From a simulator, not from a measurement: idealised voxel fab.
The process module that follows is named voxel gate over fins.
Shown is cross-section cut, with a width of 240 nm and square cells of size 5 nm.
We lay out every cross-section as a grid of square cells and spell it out in bands from the top down, where one band means one or more rows of cells. Per band: top height and bottom height in nm, followed by the left-to-right materials and their widths in nm; "edge to edge" marks a single material spanning edge to edge, "blank" marks empty space. All heights in this document are referenced to 0, defined as the level beneath which the wafer, as received, consists entirely of one material. The lowest band is not bounded below; it extends indefinitely downward and is written in the form "z 0 and below". A two-number width, for instance "30..40", indicates that the width is equal to the first number in the top row of the band and to the second number in the bottom row, and that it changes by a constant amount per row of cells. Given "nothing got changed" for a step, no cell of the cross-section differs between before and after that step. You'll see "Closed void roster" listing empty spaces that have no way open to the top, as long as they're 8 cells or more; the notation is width x height at distance, where the distance is from the left edge, and all of it is in nm. Where a step's line continues beyond its settings, the continuation is a remark by the simulator itself on that step. The optional step-line setting "overlay nm" applies to steps with a mask and quantifies how far to the right of its planned location the mask lay, a negative value indicating leftward placement.

[Process steps foreseen in the plan]
step 1: op RECEIVE | material Si
step 2: op CONFORMAL_DEP | material SiN | thk nm 10
step 3: op PATTERN | tone cover | mask id FINS | material resist | width nm 15 | pitch nm 60 | thk nm 20 | overlay nm 0
step 4: op DIRECTIONAL_ETCH | etch materials SiN | depth nm 10
step 5: op DIRECTIONAL_ETCH | etch materials Si | depth nm 40
step 6: op STRIP | etch materials resist
step 7: op OXIDIZE | depth nm 5
step 8: op FILL_DEP | material SiO2 | thk nm 15
step 9: op CMP | height nm 10
step 10: op PATTERN | tone open | mask id RAIL | material resist | width nm 15 | thk nm 15 | overlay nm 0
step 11: op DIRECTIONAL_ETCH | etch materials SiO2 | depth nm 45
step 12: op STRIP | etch materials resist
step 13: op CONFORMAL_DEP | material TiN | thk nm 5
step 14: op FILL_DEP | material Ru | thk nm 10
step 15: op CMP | height nm 10
step 16: op SELECTIVE_ETCH | etch materials W Ru TiN | depth nm 30
step 17: op FILL_DEP | material SiO2 | thk nm 5
step 18: op CMP | height nm 10
step 19: op SELECTIVE_ETCH | etch materials SiO2 | depth nm 20
step 20: op STRIP | etch materials SiN
step 21: op CONFORMAL_DEP | material HfO2 | thk nm 5
step 22: op CONFORMAL_DEP | material TiN | thk nm 5
step 23: op CONFORMAL_DEP | material TiAl | thk nm 5
step 24: op CONFORMAL_DEP | material TiN | thk nm 5
step 25: op FILL_DEP | material W | thk nm 15
step 26: op CMP | height nm 30
step 27: op CONFORMAL_DEP | material SiN | thk nm 5

[First wafer, two in total, run as planned]

[Incoming wafer, cross-sectional view, post step 1]
    z 0 and below | Si edge to edge
    Closed void roster: none

[Take a look at the wafer's cross-section after step 2]
    z 10 to 0 | SiN edge to edge
    Nothing below the height 0 has changed.

[Take a look at the wafer's cross-section after step 3]
    z 30 to 10 | 50 of blank, 15 of resist, 45 of blank, 15 of resist, 45 of blank, 15 of resist, 55 of blank
    Nothing below the height 10 has changed.

[Take a look at the wafer's cross-section after step 4]
    z 30 to 10 | 50 of blank, 15 of resist, 45 of blank, 15 of resist, 45 of blank, 15 of resist, 55 of blank
    z 10 to 0 | 50 of blank, 15 of SiN, 45 of blank, 15 of SiN, 45 of blank, 15 of SiN, 55 of blank
    Nothing below the height 0 has changed.

[Take a look at the wafer's cross-section after step 5]
    z 30 to 10 | 50 of blank, 15 of resist, 45 of blank, 15 of resist, 45 of blank, 15 of resist, 55 of blank
    z 10 to 0 | 50 of blank, 15 of SiN, 45 of blank, 15 of SiN, 45 of blank, 15 of SiN, 55 of blank
    z 0 to -40 | 50 of blank, 15 of Si, 45 of blank, 15 of Si, 45 of blank, 15 of Si, 55 of blank
    Nothing below the height -40 has changed.

[Take a look at the wafer's cross-section after step 6]
    z 10 to 0 | 50 of blank, 15 of SiN, 45 of blank, 15 of SiN, 45 of blank, 15 of SiN, 55 of blank
    Nothing below the height 0 has changed.

[Take a look at the wafer's cross-section after step 7]
    z 10 to 0 | 50 of blank, 15 of SiN, 45 of blank, 15 of SiN, 45 of blank, 15 of SiN, 55 of blank
    z 0 to -40 | 50 of blank, 5 of SiO2, 5 of Si, 5 of SiO2, 45 of blank, 5 of SiO2, 5 of Si, 5 of SiO2, 45 of blank, 5 of SiO2, 5 of Si, 5 of SiO2, 55 of blank
    z -40 to -45 | 55 of SiO2, 5 of Si, 55 of SiO2, 5 of Si, 55 of SiO2, 5 of Si, 60 of SiO2
    Nothing below the height -45 has changed.

[Take a look at the wafer's cross-section after step 8]
    z 25 to 10 | SiO2 edge to edge
    z 10 to 0 | 50 of SiO2, 15 of SiN, 45 of SiO2, 15 of SiN, 45 of SiO2, 15 of SiN, 55 of SiO2
    z 0 to -45 | 55 of SiO2, 5 of Si, 55 of SiO2, 5 of Si, 55 of SiO2, 5 of Si, 60 of SiO2
    Nothing below the height -45 has changed.

[Take a look at the wafer's cross-section after step 9]
    z 10 to 0 | 50 of SiO2, 15 of SiN, 45 of SiO2, 15 of SiN, 45 of SiO2, 15 of SiN, 55 of SiO2
    Nothing below the height 0 has changed.

[Take a look at the wafer's cross-section after step 10]
    z 25 to 10 | 80 of resist, 15 of blank, 145 of resist
    Nothing below the height 10 has changed.

[Take a look at the wafer's cross-section after step 11]
    z 25 to 10 | 80 of resist, 15 of blank, 145 of resist
    z 10 to 0 | 50 of SiO2, 15 of SiN, 15 of SiO2, 15 of blank, 15 of SiO2, 15 of SiN, 45 of SiO2, 15 of SiN, 55 of SiO2
    z 0 to -35 | 55 of SiO2, 5 of Si, 20 of SiO2, 15 of blank, 20 of SiO2, 5 of Si, 55 of SiO2, 5 of Si, 60 of SiO2
    Nothing below the height -35 has changed.

[Take a look at the wafer's cross-section after step 12]
    z 10 to 0 | 50 of SiO2, 15 of SiN, 15 of SiO2, 15 of blank, 15 of SiO2, 15 of SiN, 45 of SiO2, 15 of SiN, 55 of SiO2
    Nothing below the height 0 has changed.

[Take a look at the wafer's cross-section after step 13]
    z 15 to 10 | 85 of TiN, 5 of blank, 150 of TiN
    z 10 to 0 | 50 of SiO2, 15 of SiN, 15 of SiO2, 5 of TiN, 5 of blank, 5 of TiN, 15 of SiO2, 15 of SiN, 45 of SiO2, 15 of SiN, 55 of SiO2
    z 0 to -30 | 55 of SiO2, 5 of Si, 20 of SiO2, 5 of TiN, 5 of blank, 5 of TiN, 20 of SiO2, 5 of Si, 55 of SiO2, 5 of Si, 60 of SiO2
    z -30 to -35 | 55 of SiO2, 5 of Si, 20 of SiO2, 15 of TiN, 20 of SiO2, 5 of Si, 55 of SiO2, 5 of Si, 60 of SiO2
    Nothing below the height -35 has changed.

[Take a look at the wafer's cross-section after step 14]
    z 25 to 15 | Ru edge to edge
    z 15 to 10 | 85 of TiN, 5 of Ru, 150 of TiN
    z 10 to 0 | 50 of SiO2, 15 of SiN, 15 of SiO2, 5 of TiN, 5 of Ru, 5 of TiN, 15 of SiO2, 15 of SiN, 45 of SiO2, 15 of SiN, 55 of SiO2
    z 0 to -30 | 55 of SiO2, 5 of Si, 20 of SiO2, 5 of TiN, 5 of Ru, 5 of TiN, 20 of SiO2, 5 of Si, 55 of SiO2, 5 of Si, 60 of SiO2
    Nothing below the height -30 has changed.

[Take a look at the wafer's cross-section after step 15]
    z 10 to 0 | 50 of SiO2, 15 of SiN, 15 of SiO2, 5 of TiN, 5 of Ru, 5 of TiN, 15 of SiO2, 15 of SiN, 45 of SiO2, 15 of SiN, 55 of SiO2
    Nothing below the height 0 has changed.

[Take a look at the wafer's cross-section after step 16]
    z 10 to 0 | 50 of SiO2, 15 of SiN, 15 of SiO2, 15 of blank, 15 of SiO2, 15 of SiN, 45 of SiO2, 15 of SiN, 55 of SiO2
    z 0 to -20 | 55 of SiO2, 5 of Si, 20 of SiO2, 15 of blank, 20 of SiO2, 5 of Si, 55 of SiO2, 5 of Si, 60 of SiO2
    Nothing below the height -20 has changed.

[Take a look at the wafer's cross-section after step 17]
    z 15 to 10 | SiO2 edge to edge
    z 10 to 0 | 50 of SiO2, 15 of SiN, 45 of SiO2, 15 of SiN, 45 of SiO2, 15 of SiN, 55 of SiO2
    z 0 to -20 | 55 of SiO2, 5 of Si, 55 of SiO2, 5 of Si, 55 of SiO2, 5 of Si, 60 of SiO2
    Nothing below the height -20 has changed.

[Take a look at the wafer's cross-section after step 18]
    z 10 to 0 | 50 of SiO2, 15 of SiN, 45 of SiO2, 15 of SiN, 45 of SiO2, 15 of SiN, 55 of SiO2
    Nothing below the height 0 has changed.

[Take a look at the wafer's cross-section after step 19]
    z 10 to 0 | 50 of blank, 15 of SiN, 45 of blank, 15 of SiN, 45 of blank, 15 of SiN, 55 of blank
    z 0 to -10 | 55 of blank, 5 of Si, 55 of blank, 5 of Si, 55 of blank, 5 of Si, 60 of blank
    Nothing below the height -10 has changed.

[Take a look at the wafer's cross-section after step 20]
    z 0 to -10 | 55 of blank, 5 of Si, 55 of blank, 5 of Si, 55 of blank, 5 of Si, 60 of blank
    Nothing below the height -10 has changed.

[Take a look at the wafer's cross-section after step 21]
    z 5 to 0 | 50 of blank, 15 of HfO2, 45 of blank, 15 of HfO2, 45 of blank, 15 of HfO2, 55 of blank
    z 0 to -5 | 50 of blank, 5 of HfO2, 5 of Si, 5 of HfO2, 45 of blank, 5 of HfO2, 5 of Si, 5 of HfO2, 45 of blank, 5 of HfO2, 5 of Si, 5 of HfO2, 55 of blank
    z -5 to -10 | 55 of HfO2, 5 of Si, 55 of HfO2, 5 of Si, 55 of HfO2, 5 of Si, 60 of HfO2
    Nothing below the height -10 has changed.

[Take a look at the wafer's cross-section after step 22]
    z 10 to 5 | 45 of blank, 25 of TiN, 35 of blank, 25 of TiN, 35 of blank, 25 of TiN, 50 of blank
    z 5 to 0 | 45 of blank, 5 of TiN, 15 of HfO2, 5 of TiN, 35 of blank, 5 of TiN, 15 of HfO2, 5 of TiN, 35 of blank, 5 of TiN, 15 of HfO2, 5 of TiN, 50 of blank
    z 0 to -5 | 50 of TiN, 5 of HfO2, 5 of Si, 5 of HfO2, 45 of TiN, 5 of HfO2, 5 of Si, 5 of HfO2, 45 of TiN, 5 of HfO2, 5 of Si, 5 of HfO2, 55 of TiN
    Nothing below the height -5 has changed.

[Take a look at the wafer's cross-section after step 23]
    z 15 to 10 | 40 of blank, 35 of TiAl, 25 of blank, 35 of TiAl, 25 of blank, 35 of TiAl, 45 of blank
    z 10 to 5 | 40 of blank, 5 of TiAl, 25 of TiN, 5 of TiAl, 25 of blank, 5 of TiAl, 25 of TiN, 5 of TiAl, 25 of blank, 5 of TiAl, 25 of TiN, 5 of TiAl, 45 of blank
    z 5 to 0 | 45 of TiAl, 5 of TiN, 15 of HfO2, 5 of TiN, 35 of TiAl, 5 of TiN, 15 of HfO2, 5 of TiN, 35 of TiAl, 5 of TiN, 15 of HfO2, 5 of TiN, 50 of TiAl
    Nothing below the height 0 has changed.

[Take a look at the wafer's cross-section after step 24]
    z 20 to 15 | 35 of blank, 45 of TiN, 15 of blank, 45 of TiN, 15 of blank, 45 of TiN, 40 of blank
    z 15 to 10 | 35 of blank, 5 of TiN, 35 of TiAl, 5 of TiN, 15 of blank, 5 of TiN, 35 of TiAl, 5 of TiN, 15 of blank, 5 of TiN, 35 of TiAl, 5 of TiN, 40 of blank
    z 10 to 5 | 40 of TiN, 5 of TiAl, 25 of TiN, 5 of TiAl, 25 of TiN, 5 of TiAl, 25 of TiN, 5 of TiAl, 25 of TiN, 5 of TiAl, 25 of TiN, 5 of TiAl, 45 of TiN
    Nothing below the height 5 has changed.

[Take a look at the wafer's cross-section after step 25]
    z 35 to 20 | W edge to edge
    z 20 to 15 | 35 of W, 45 of TiN, 15 of W, 45 of TiN, 15 of W, 45 of TiN, 40 of W
    z 15 to 10 | 35 of W, 5 of TiN, 35 of TiAl, 5 of TiN, 15 of W, 5 of TiN, 35 of TiAl, 5 of TiN, 15 of W, 5 of TiN, 35 of TiAl, 5 of TiN, 40 of W
    Nothing below the height 10 has changed.

[Take a look at the wafer's cross-section after step 26]
    z 30 to 20 | W edge to edge
    Nothing below the height 20 has changed.

[Take a look at the wafer's cross-section after step 27]
    z 35 to 30 | SiN edge to edge
    Nothing below the height 30 has changed.

[Companion wafer, the second of two: same beginning, same intended sequence, one mistake in carrying it out; through step 2 inclusive it tracks the first exactly]

[Cross-sectional representation of the second wafer at the time designated in the plan for the completion of step 3]
    z 30 to 10 | 50 of resist, 15 of blank, 45 of resist, 15 of blank, 45 of resist, 15 of blank, 55 of resist
    Nothing below the height 10 has changed.

[Cross-sectional representation of the second wafer at the time designated in the plan for the completion of step 4]
    z 30 to 10 | 50 of resist, 15 of blank, 45 of resist, 15 of blank, 45 of resist, 15 of blank, 55 of resist
    z 10 to 0 | 50 of SiN, 15 of blank, 45 of SiN, 15 of blank, 45 of SiN, 15 of blank, 55 of SiN
    Nothing below the height 0 has changed.

[Cross-sectional representation of the second wafer at the time designated in the plan for the completion of step 5]
    z 30 to 10 | 50 of resist, 15 of blank, 45 of resist, 15 of blank, 45 of resist, 15 of blank, 55 of resist
    z 10 to 0 | 50 of SiN, 15 of blank, 45 of SiN, 15 of blank, 45 of SiN, 15 of blank, 55 of SiN
    z 0 to -40 | 50 of Si, 15 of blank, 45 of Si, 15 of blank, 45 of Si, 15 of blank, 55 of Si
    Nothing below the height -40 has changed.

[Cross-sectional representation of the second wafer at the time designated in the plan for the completion of step 6]
    z 10 to 0 | 50 of SiN, 15 of blank, 45 of SiN, 15 of blank, 45 of SiN, 15 of blank, 55 of SiN
    Nothing below the height 0 has changed.

[Cross-sectional representation of the second wafer at the time designated in the plan for the completion of step 7]
    z 10 to 0 | 50 of SiN, 15 of blank, 45 of SiN, 15 of blank, 45 of SiN, 15 of blank, 55 of SiN
    z 0 to -40 | 45 of Si, 5 of SiO2, 15 of blank, 5 of SiO2, 35 of Si, 5 of SiO2, 15 of blank, 5 of SiO2, 35 of Si, 5 of SiO2, 15 of blank, 5 of SiO2, 50 of Si
    z -40 to -45 | 45 of Si, 25 of SiO2, 35 of Si, 25 of SiO2, 35 of Si, 25 of SiO2, 50 of Si
    Nothing below the height -45 has changed.

[Cross-sectional representation of the second wafer at the time designated in the plan for the completion of step 8]
    z 25 to 10 | SiO2 edge to edge
    z 10 to 0 | 50 of SiN, 15 of SiO2, 45 of SiN, 15 of SiO2, 45 of SiN, 15 of SiO2, 55 of SiN
    z 0 to -45 | 45 of Si, 25 of SiO2, 35 of Si, 25 of SiO2, 35 of Si, 25 of SiO2, 50 of Si
    Nothing below the height -45 has changed.

[Cross-sectional representation of the second wafer at the time designated in the plan for the completion of step 9]
    z 10 to 0 | 50 of SiN, 15 of SiO2, 45 of SiN, 15 of SiO2, 45 of SiN, 15 of SiO2, 55 of SiN
    Nothing below the height 0 has changed.

[Cross-sectional representation of the second wafer at the time designated in the plan for the completion of step 10]
    z 25 to 10 | 80 of resist, 15 of blank, 145 of resist
    Nothing below the height 10 has changed.

Cross-sectional representation of the second wafer at the time designated in the plan for the completion of step 11: nothing got changed

[Cross-sectional representation of the second wafer at the time designated in the plan for the completion of step 12]
    z 10 to 0 | 50 of SiN, 15 of SiO2, 45 of SiN, 15 of SiO2, 45 of SiN, 15 of SiO2, 55 of SiN
    Nothing below the height 0 has changed.

[Cross-sectional representation of the second wafer at the time designated in the plan for the completion of step 13]
    z 15 to 10 | TiN edge to edge
    Nothing below the height 10 has changed.

[Cross-sectional representation of the second wafer at the time designated in the plan for the completion of step 14]
    z 25 to 15 | Ru edge to edge
    Nothing below the height 15 has changed.

[Cross-sectional representation of the second wafer at the time designated in the plan for the completion of step 15]
    z 10 to 0 | 50 of SiN, 15 of SiO2, 45 of SiN, 15 of SiO2, 45 of SiN, 15 of SiO2, 55 of SiN
    Nothing below the height 0 has changed.

Cross-sectional representation of the second wafer at the time designated in the plan for the completion of step 16: nothing got changed

[Cross-sectional representation of the second wafer at the time designated in the plan for the completion of step 17]
    z 15 to 10 | SiO2 edge to edge
    Nothing below the height 10 has changed.

[Cross-sectional representation of the second wafer at the time designated in the plan for the completion of step 18]
    z 10 to 0 | 50 of SiN, 15 of SiO2, 45 of SiN, 15 of SiO2, 45 of SiN, 15 of SiO2, 55 of SiN
    Nothing below the height 0 has changed.

[Cross-sectional representation of the second wafer at the time designated in the plan for the completion of step 19]
    z 10 to 0 | 50 of SiN, 15 of blank, 45 of SiN, 15 of blank, 45 of SiN, 15 of blank, 55 of SiN
    z 0 to -10 | 45 of Si, 25 of blank, 35 of Si, 25 of blank, 35 of Si, 25 of blank, 50 of Si
    Nothing below the height -10 has changed.

[Cross-sectional representation of the second wafer at the time designated in the plan for the completion of step 20]
    z 0 to -10 | 45 of Si, 25 of blank, 35 of Si, 25 of blank, 35 of Si, 25 of blank, 50 of Si
    Nothing below the height -10 has changed.

[Cross-sectional representation of the second wafer at the time designated in the plan for the completion of step 21]
    z 5 to 0 | 50 of HfO2, 15 of blank, 45 of HfO2, 15 of blank, 45 of HfO2, 15 of blank, 55 of HfO2
    z 0 to -5 | 45 of Si, 5 of HfO2, 15 of blank, 5 of HfO2, 35 of Si, 5 of HfO2, 15 of blank, 5 of HfO2, 35 of Si, 5 of HfO2, 15 of blank, 5 of HfO2, 50 of Si
    z -5 to -10 | 45 of Si, 25 of HfO2, 35 of Si, 25 of HfO2, 35 of Si, 25 of HfO2, 50 of Si
    Nothing below the height -10 has changed.

[Cross-sectional representation of the second wafer at the time designated in the plan for the completion of step 22]
    z 10 to 5 | 55 of TiN, 5 of blank, 55 of TiN, 5 of blank, 55 of TiN, 5 of blank, 60 of TiN
    z 5 to 0 | 50 of HfO2, 5 of TiN, 5 of blank, 5 of TiN, 45 of HfO2, 5 of TiN, 5 of blank, 5 of TiN, 45 of HfO2, 5 of TiN, 5 of blank, 5 of TiN, 55 of HfO2
    z 0 to -5 | 45 of Si, 5 of HfO2, 15 of TiN, 5 of HfO2, 35 of Si, 5 of HfO2, 15 of TiN, 5 of HfO2, 35 of Si, 5 of HfO2, 15 of TiN, 5 of HfO2, 50 of Si
    Nothing below the height -5 has changed.

[Cross-sectional representation of the second wafer at the time designated in the plan for the completion of step 23]
    z 15 to 10 | TiAl edge to edge
    z 10 to 5 | 55 of TiN, 5 of TiAl, 55 of TiN, 5 of TiAl, 55 of TiN, 5 of TiAl, 60 of TiN
    z 5 to 0 | 50 of HfO2, 5 of TiN, 5 of TiAl, 5 of TiN, 45 of HfO2, 5 of TiN, 5 of TiAl, 5 of TiN, 45 of HfO2, 5 of TiN, 5 of TiAl, 5 of TiN, 55 of HfO2
    Nothing below the height 0 has changed.

[Cross-sectional representation of the second wafer at the time designated in the plan for the completion of step 24]
    z 20 to 15 | TiN edge to edge
    Nothing below the height 15 has changed.

[Cross-sectional representation of the second wafer at the time designated in the plan for the completion of step 25]
    z 35 to 20 | W edge to edge
    Nothing below the height 20 has changed.

[Cross-sectional representation of the second wafer at the time designated in the plan for the completion of step 26]
    z 30 to 20 | W edge to edge
    Nothing below the height 20 has changed.

[Cross-sectional representation of the second wafer at the time designated in the plan for the completion of step 27]
    z 35 to 30 | SiN edge to edge
    Nothing below the height 30 has changed.
Here's what went sideways: step 3, actual vs plan mismatch, actual run op PATTERN | tone open | mask id FINS | material resist | width nm 15 | pitch nm 60 | thk nm 20 | overlay nm 0
Final cells, second wafer relative to first, materials higher or lower: Ru: 2 fewer; Si: 270 more; SiO2: 201 fewer; TiAl: 6 fewer; TiN: 19 fewer; W: 42 fewer
